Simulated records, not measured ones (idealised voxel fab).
Process module, titled voxel spacer lines
Cross-section cut: width 150 nm, square cells of 5 nm.
Cross-sections here: square-cell grids, written as top-down lists of bands, a band being one or more rows of cells.
Per band: top height and bottom height in nm, followed by the left-to-right materials and their widths in nm; "edge to edge" marks a single material spanning edge to edge, "air" marks empty space.
We count height from 0. Below that, the starting wafer is all one material. The lowest band never ends at the bottom but goes on down; see "0 -> down" for how that is written.
So if you see something like "30 to 40" for the width, read it as the top row of the band sitting at the first number and the bottom row at the second, with every row in between moving by the same amount as the last.
Reading "everything unchanged" for a step: not a cell of the cross-section changed in it.
"Enclosed void catalog" - sealed voids, min. 8 cells, no opening to top; format: width x height at distance (distance from left edge; nm throughout).
Whatever follows a step's settings on its line is a remark the simulator itself makes about that step.
What "overlay nm" on a step's line means: if the step has a mask, that mask lay this far to the right of its planned place, or, when the value is negative, to the left.
The following list gives the planned process steps
1: RECEIVE: material Si
2: CONFORMAL_DEP: material Al2O3, thk nm 10
3: DIRECTIONAL_DEP: material TiN, thk nm 15
4: DIRECTIONAL_DEP: material polySi, thk nm 30
5: PATTERN: tone cover, mask id MANDREL, material resist, width nm 20, pitch nm 60, thk nm 40, overlay nm 0
6: DIRECTIONAL_ETCH: etch materials polySi, depth nm 30
7: STRIP: etch materials resist
8: CONFORMAL_DEP: material SiN, thk nm 10
9: DIRECTIONAL_ETCH: etch materials SiN, depth nm 10
10: STRIP: etch materials polySi
11: DIRECTIONAL_ETCH: etch materials TiN, depth nm 15
12: STRIP: etch materials SiN
13: FILL_DEP: material lowk, thk nm 10
14: CMP: height nm 25
Run as planned: first of two wafers
Here's what the wafer looked like in cross-section when it arrived - that's after step 1
- 0 -> down | Si edge to edge
- Enclosed void catalog: none
The following cross-section depicts the wafer upon completion of step 2
- 10 -> 0 | Al2O3 edge to edge
- Unchanged below 0.
The following cross-section depicts the wafer upon completion of step 3
- 25 -> 10 | TiN edge to edge
- Unchanged below 10.
The following cross-section depicts the wafer upon completion of step 4
- 55 -> 25 | polySi edge to edge
- Unchanged below 25.
The following cross-section depicts the wafer upon completion of step 5
- 95 -> 55 | 35 nm air; 20 nm resist; 40 nm air; 20 nm resist; 35 nm air
- Unchanged below 55.
The following cross-section depicts the wafer upon completion of step 6
- 95 -> 55 | 35 nm air; 20 nm resist; 40 nm air; 20 nm resist; 35 nm air
- 55 -> 25 | 35 nm air; 20 nm polySi; 40 nm air; 20 nm polySi; 35 nm air
- Unchanged below 25.
The following cross-section depicts the wafer upon completion of step 7
- 55 -> 25 | 35 nm air; 20 nm polySi; 40 nm air; 20 nm polySi; 35 nm air
- Unchanged below 25.
The following cross-section depicts the wafer upon completion of step 8
- 65 -> 55 | 25 nm air; 40 nm SiN; 20 nm air; 40 nm SiN; 25 nm air
- 55 -> 35 | 25 nm air; 10 nm SiN; 20 nm polySi; 10 nm SiN; 20 nm air; 10 nm SiN; 20 nm polySi; 10 nm SiN; 25 nm air
- 35 -> 25 | 35 nm SiN; 20 nm polySi; 40 nm SiN; 20 nm polySi; 35 nm SiN
- Unchanged below 25.
The following cross-section depicts the wafer upon completion of step 9
- 55 -> 25 | 25 nm air; 10 nm SiN; 20 nm polySi; 10 nm SiN; 20 nm air; 10 nm SiN; 20 nm polySi; 10 nm SiN; 25 nm air
- Unchanged below 25.
The following cross-section depicts the wafer upon completion of step 10
- 55 -> 25 | 25 nm air; 10 nm SiN; 20 nm air; 10 nm SiN; 20 nm air; 10 nm SiN; 20 nm air; 10 nm SiN; 25 nm air
- Unchanged below 25.
The following cross-section depicts the wafer upon completion of step 11
- 55 -> 25 | 25 nm air; 10 nm SiN; 20 nm air; 10 nm SiN; 20 nm air; 10 nm SiN; 20 nm air; 10 nm SiN; 25 nm air
- 25 -> 10 | 25 nm air; 10 nm TiN; 20 nm air; 10 nm TiN; 20 nm air; 10 nm TiN; 20 nm air; 10 nm TiN; 25 nm air
- Unchanged below 10.
The following cross-section depicts the wafer upon completion of step 12
- 25 -> 10 | 25 nm air; 10 nm TiN; 20 nm air; 10 nm TiN; 20 nm air; 10 nm TiN; 20 nm air; 10 nm TiN; 25 nm air
- Unchanged below 10.
The following cross-section depicts the wafer upon completion of step 13
- 35 -> 25 | lowk edge to edge
- 25 -> 10 | 25 nm lowk; 10 nm TiN; 20 nm lowk; 10 nm TiN; 20 nm lowk; 10 nm TiN; 20 nm lowk; 10 nm TiN; 25 nm lowk
- Unchanged below 10.
The following cross-section depicts the wafer upon completion of step 14
- 25 -> 10 | 25 nm lowk; 10 nm TiN; 20 nm lowk; 10 nm TiN; 20 nm lowk; 10 nm TiN; 20 nm lowk; 10 nm TiN; 25 nm lowk
- Unchanged below 10.
Notes, second wafer: start = first wafer's, plan = first wafer's, execution had one mistake; history identical to first through step 2
Cross-sectional representation of the second wafer at the time designated in the plan for the completion of step 3
- 40 -> 10 | polySi edge to edge
- Unchanged below 10.
Cross-sectional representation of the second wafer at the time designated in the plan for the completion of step 4
- 55 -> 40 | TiN edge to edge
- Unchanged below 40.
Cross-sectional representation of the second wafer at the time designated in the plan for the completion of step 5
- 95 -> 55 | 35 nm air; 20 nm resist; 40 nm air; 20 nm resist; 35 nm air
- Unchanged below 55.
Cross-sectional representation of the second wafer at the time designated in the plan for the completion of step 6: everything unchanged
Cross-sectional representation of the second wafer at the time designated in the plan for the completion of step 7
- 55 -> 40 | TiN edge to edge
- Unchanged below 40.
Cross-sectional representation of the second wafer at the time designated in the plan for the completion of step 8
- 65 -> 55 | SiN edge to edge
- Unchanged below 55.
Cross-sectional representation of the second wafer at the time designated in the plan for the completion of step 9
- 55 -> 40 | TiN edge to edge
- Unchanged below 40.
Cross-sectional representation of the second wafer at the time designated in the plan for the completion of step 10: everything unchanged
Cross-sectional representation of the second wafer at the time designated in the plan for the completion of step 11
- 40 -> 10 | polySi edge to edge
- Unchanged below 10.
Cross-sectional representation of the second wafer at the time designated in the plan for the completion of step 12: everything unchanged
Cross-sectional representation of the second wafer at the time designated in the plan for the completion of step 13
- 50 -> 40 | lowk edge to edge
- Unchanged below 40.
Cross-sectional representation of the second wafer at the time designated in the plan for the completion of step 14
- 25 -> 10 | polySi edge to edge
- Unchanged below 10.
Deviation noted in wafer processing: steps 3 and 4 were swapped
In the final state, the cell counts of the second wafer exceed or fall short of those of the first for the following materials: TiN -24; lowk -66; polySi +90
